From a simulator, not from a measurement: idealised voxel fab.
This is a process module. Its name is voxel released beams.
For reference, the cross-section in this document is cut, with width 185 nm and square cells of 5 nm.
Square cells in a grid make up a cross-section in this document, and the grid is given as bands, listed from the top down, each one or more rows of cells.
Top, bottom (nm), then materials left to right with widths (nm); lone material tagged "everywhere" fills the whole band edge to edge; "air" = empty space.
Height reference: 0 = level under which incoming wafer is all one material. Lowest band: no bottom, runs on downward, e.g. "from 0 down".
Read "30->40" as a graded width: first number on top, second number at the bottom, same change between each pair of neighbouring rows.
"nothing was modified" means the step left every cell of the cross-section as it was.
Empty spaces counting at least 8 cells and having no open way to the top are listed in "Enclosed internal voids". The notation width x height at distance is used for each, the distance being from the left edge and all three values in nm.
Read whatever lies past the settings on a step's line as the simulator's own remark about the step.
overlay nm: on a step with a mask, how far right of its planned place the mask lay; negative means left.
Process steps foreseen in the plan:
1) RECEIVE | material Si
2) CONFORMAL_DEP | material Al2O3 | thk nm 5
3) DIRECTIONAL_DEP | material SiO2 | thk nm 10
4) DIRECTIONAL_DEP | material aC | thk nm 10
5) PATTERN | tone open | mask id ANCHOR | material resist | width nm 35 | thk nm 30 | overlay nm 0
6) DIRECTIONAL_ETCH | etch materials aC | depth nm 10
7) STRIP | etch materials resist
8) DIRECTIONAL_ETCH | etch materials SiO2 | depth nm 10
9) STRIP | etch materials aC
10) CONFORMAL_DEP | material polySi | thk nm 10
11) MASKED_ETCH | tone cover | mask id BEAM | width nm 95 | etch materials polySi | depth nm 10 | overlay nm 0
12) STRIP | etch materials SiO2
The following pertains to the first of two wafers, which was processed as planned:
So this is the incoming wafer in cross-section - it's already been through step 1:
  from 0 down  Si everywhere
  Enclosed internal voids: none
So this is the wafer cross-section right after step 2:
  from 5 to 0  Al2O3 everywhere
  For the remainder of the cross-section, below 0, there is no change.
So this is the wafer cross-section right after step 3:
  from 15 to 5  SiO2 everywhere
  For the remainder of the cross-section, below 5, there is no change.
So this is the wafer cross-section right after step 4:
  from 25 to 15  aC everywhere
  For the remainder of the cross-section, below 15, there is no change.
So this is the wafer cross-section right after step 5:
  from 55 to 25  resist (45) | air (35) | resist (105)
  For the remainder of the cross-section, below 25, there is no change.
So this is the wafer cross-section right after step 6:
  from 45 to 25  resist (45) | air (35) | resist (105)
  from 25 to 15  aC (45) | air (35) | aC (105)
  For the remainder of the cross-section, below 15, there is no change.
So this is the wafer cross-section right after step 7:
  from 25 to 15  aC (45) | air (35) | aC (105)
  For the remainder of the cross-section, below 15, there is no change.
So this is the wafer cross-section right after step 8:
  from 25 to 15  aC (45) | air (35) | aC (105)
  from 15 to 5  SiO2 (45) | air (35) | SiO2 (105)
  For the remainder of the cross-section, below 5, there is no change.
So this is the wafer cross-section right after step 9:
  from 15 to 5  SiO2 (45) | air (35) | SiO2 (105)
  For the remainder of the cross-section, below 5, there is no change.
So this is the wafer cross-section right after step 10:
  from 25 to 15  polySi (55) | air (15) | polySi (115)
  from 15 to 5  SiO2 (45) | polySi (35) | SiO2 (105)
  For the remainder of the cross-section, below 5, there is no change.
So this is the wafer cross-section right after step 11:
  from 25 to 15  air (40) | polySi (15) | air (15) | polySi (65) | air (50)
  For the remainder of the cross-section, below 15, there is no change.
So this is the wafer cross-section right after step 12:
  from 25 to 15  air (40) | polySi (15) | air (15) | polySi (65) | air (50)
  from 15 to 5  air (45) | polySi (35) | air (105)
  For the remainder of the cross-section, below 5, there is no change.
Second Wafer (Identical Start and Plan, One Processing Error; Matches First Wafer Through Step 1):
Cross-section of the second wafer at the time by which step 2 should have been completed according to the plan:
  from 10 to 0  SiO2 everywhere
  For the remainder of the cross-section, below 0, there is no change.
Cross-section of the second wafer at the time by which step 3 should have been completed according to the plan:
  from 15 to 10  Al2O3 everywhere
  For the remainder of the cross-section, below 10, there is no change.
Cross-section of the second wafer at the time by which step 4 should have been completed according to the plan:
  from 25 to 15  aC everywhere
  For the remainder of the cross-section, below 15, there is no change.
Cross-section of the second wafer at the time by which step 5 should have been completed according to the plan:
  from 55 to 25  resist (45) | air (35) | resist (105)
  For the remainder of the cross-section, below 25, there is no change.
Cross-section of the second wafer at the time by which step 6 should have been completed according to the plan:
  from 45 to 25  resist (45) | air (35) | resist (105)
  from 25 to 15  aC (45) | air (35) | aC (105)
  For the remainder of the cross-section, below 15, there is no change.
Cross-section of the second wafer at the time by which step 7 should have been completed according to the plan:
  from 25 to 15  aC (45) | air (35) | aC (105)
  For the remainder of the cross-section, below 15, there is no change.
Cross-section of the second wafer at the time by which step 8 should have been completed according to the plan: nothing was modified
Cross-section of the second wafer at the time by which step 9 should have been completed according to the plan:
  from 15 to 10  Al2O3 everywhere
  For the remainder of the cross-section, below 10, there is no change.
Cross-section of the second wafer at the time by which step 10 should have been completed according to the plan:
  from 25 to 15  polySi everywhere
  For the remainder of the cross-section, below 15, there is no change.
Cross-section of the second wafer at the time by which step 11 should have been completed according to the plan:
  from 25 to 15  air (40) | polySi (95) | air (50)
  For the remainder of the cross-section, below 15, there is no change.
Cross-section of the second wafer at the time by which step 12 should have been completed according to the plan: nothing was modified
The plan and the run diverged here: a sequencing error occurred in which plan steps 2 and 3 were transposed
at the end the second wafer has, in cells: SiO2: 74 more, polySi: 8 fewer
